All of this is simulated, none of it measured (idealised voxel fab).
process module | voxel released beams
cross-section cut | 180 nm wide | cells 5 nm
A cross-section is a grid of square cells, given in bands from the top down. A band is one or more rows of cells.
Each band's line starts with the height of the band's top and of its bottom, in nm. Then come its materials from left to right, each with its width in nm. One material with "throughout" fills the band from edge to edge. "air" is empty space.
Height 0 is the level under which the wafer as received is all one material. The lowest band goes on downwards, as in "0 down".
A width such as "30 to 40" changes by the same amount from each row of cells to the next, from the band's top row to its bottom row.
"no change" after a step means that no cell of the cross-section changed.
closed voids: empty space of 8 cells or more with no open way to the top, each as width x height at its distance from the left edge, in nm
after a step's settings: what the simulator itself notes on the step
overlay nm, on a step with a mask: how far to the right of its planned place the mask lay; to the left if negative
plan
1 op RECEIVE | material Si
2 op CONFORMAL_DEP | material Al2O3 | thk nm 5
3 op DIRECTIONAL_DEP | material SiO2 | thk nm 20
4 op PATTERN | tone open | mask id ANCHOR | material resist | width nm 40 | thk nm 20 | overlay nm 0
5 op DIRECTIONAL_ETCH | etch materials SiO2 | depth nm 20
6 op STRIP | etch materials resist
7 op CONFORMAL_DEP | material polySi | thk nm 15
8 op DIRECTIONAL_DEP | material aC | thk nm 10
9 op PATTERN | tone cover | mask id BEAM | material resist | width nm 120 | thk nm 25 | overlay nm 0
10 op DIRECTIONAL_ETCH | etch materials aC | depth nm 10
11 op STRIP | etch materials resist
12 op DIRECTIONAL_ETCH | etch materials polySi | depth nm 15
13 op STRIP | etch materials aC
14 op STRIP | etch materials SiO2
as received, after step 1
  0 down: Si throughout
  closed voids: none
a wafer at the end: this start, this plan, one mistake
  40 to 25: air 25 | polySi 120 | air 35
  25 to 20: Al2O3 throughout
  20 to 0: SiO2 throughout
  0 down: Si throughout
  closed voids: none
what went wrong: steps 2 and 3 were swapped
